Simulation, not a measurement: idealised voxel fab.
process module | voxel tone inversion
cross-section cut | 165 nm wide | cells 5 nm
A cross-section is a grid of square cells, given in bands from the top down. A band is one or more rows of cells.
Each band's line starts with the height of the band's top and of its bottom, in nm. Then come its materials from left to right, each with its width in nm. One material with "throughout" fills the band from edge to edge. "air" is empty space.
Height 0 is the level under which the wafer as received is all one material. The lowest band goes on downwards, as in "0 down".
A width such as "30 to 40" changes by the same amount from each row of cells to the next, from the band's top row to its bottom row.
"no change" after a step means that no cell of the cross-section changed.
closed voids: empty space of 8 cells or more with no open way to the top, each as width x height at its distance from the left edge, in nm
after a step's settings: what the simulator itself notes on the step
overlay nm, on a step with a mask: how far to the right of its planned place the mask lay; to the left if negative
plan
1 op RECEIVE | material Si
2 op CONFORMAL_DEP | material SiCN | thk nm 10
3 op DIRECTIONAL_DEP | material aC | thk nm 15
4 op PATTERN | tone cover | mask id POSTS | material resist | width nm 15 | pitch nm 40 | thk nm 25 | overlay nm 0
5 op DIRECTIONAL_ETCH | etch materials aC | depth nm 15
6 op STRIP | etch materials resist
7 op FILL_DEP | material lowk | thk nm 10
8 op CMP | height nm 25
9 op STRIP | etch materials aC
as received, after step 1
  0 down: Si throughout
  closed voids: none
first wafer at the end, as planned
  25 to 10: lowk 55 | air 15 | lowk 25 | air 15 | lowk 55
  10 to 0: SiCN throughout
  0 down: Si throughout
  closed voids: none
second wafer at the end: like start, like plan, one mistake
  25 to 15: lowk throughout
  15 to 0: lowk 55 | aC 15 | lowk 25 | aC 15 | lowk 55
  0 down: Si throughout
  closed voids: none
what went wrong: step 2 was left out
at the end the second wafer has, in cells: 66 fewer of SiCN | 18 more of aC | 66 more of lowk
